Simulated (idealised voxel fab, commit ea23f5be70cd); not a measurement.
Title: Process Module voxel plated lines
The width of the displayed cross-section, cut, is 225 nm; its cells are square, with a size of 5 nm.
Bands, listed from the top down, are how a cross-section gets written in this document; the cross-section itself is a grid of square cells, and a band is one or more rows of them.
It is stipulated that each band's entry specify, in nanometres, the height of the top of the band and then that of its bottom, followed by the materials of the band in left-to-right sequence, each together with its width in nanometres. A single material marked by the word "throughout" is understood to fill the band from edge to edge; the word "empty" is understood to denote empty space.
Height datum 0, below which the as-received substrate wafer is one material. Lowest band open at the bottom, running downward: "0 down".
Think of "30 to 40" as a width that walks from the first number to the second as you go down the band, top row to bottom row, taking equal-sized steps from row to row.
Given "no modification" for a step, no cell of the cross-section differs between before and after that step.
Under "Unvented cavities" you'll find the enclosed gaps, the ones with no way out to the top, that are 8 cells or bigger; each reads width x height at distance, with distance counted from the left edge, everything in nm.
Heads up: the bit after the settings on a step's line is the simulator's remark on that step.
The line of a step may include "overlay nm". On a step with a mask, this value is how far to the right of its planned place the mask lay. A negative value means the mask lay to the left.
-- List of planned process steps
1,RECEIVE [material Si]
2,CONFORMAL_DEP [material Al2O3] [thk nm 10]
3,DIRECTIONAL_DEP [material TiN] [thk nm 5]
4,PATTERN [tone open] [mask id LINES] [material resist] [width nm 15] [pitch nm 35] [thk nm 40] [overlay nm 0]
5,EPI [material Ru] [thk nm 10]
6,EPI [material Ru] [thk nm 5]
7,EPI [material Ru] [thk nm 10]
8,STRIP [etch materials resist]
9,DIRECTIONAL_ETCH [etch materials TiN] [depth nm 5]
10,CONFORMAL_DEP [material SiN] [thk nm 5]
-- Cross-section: wafer on arrival = after step 1
	0 down  Si throughout
	Unvented cavities: none
-- Cross-sectional image of the first of two wafers at the end of the module, the run having proceeded as planned
	45 to 40  empty=80  SiN=25  empty=10  SiN=25  empty=85
	40 to 15  empty=80  SiN=5  Ru=15  SiN=5  empty=10  SiN=5  Ru=15  SiN=5  empty=85
	15 to 10  SiN=85  TiN=15  SiN=20  TiN=15  SiN=90
	10 to 0  Al2O3 throughout
	0 down  Si throughout
	Unvented cavities: none
-- Second of two wafers, module complete, sectioned: it shares the first wafer's start and plan but was run with one mistake
	50 to 45  empty=80  SiN=25  empty=10  SiN=25  empty=85
	45 to 20  empty=80  SiN=5  Ru=15  SiN=5  empty=10  SiN=5  Ru=15  SiN=5  empty=85
	20 to 15  SiN=85  TiN=15  SiN=20  TiN=15  SiN=90
	15 to 0  Al2O3 throughout
	0 down  Si throughout
	Unvented cavities: none
It is concluded that the wafer was processed incorrectly with respect to the plan, in that step 2 ran differently from the plan; actual operation with settings: CONFORMAL_DEP [material Al2O3] [thk nm 15]
Wrapping up, a cell-based count of both wafers puts the second over or under the first for these materials: Al2O3: 45 more
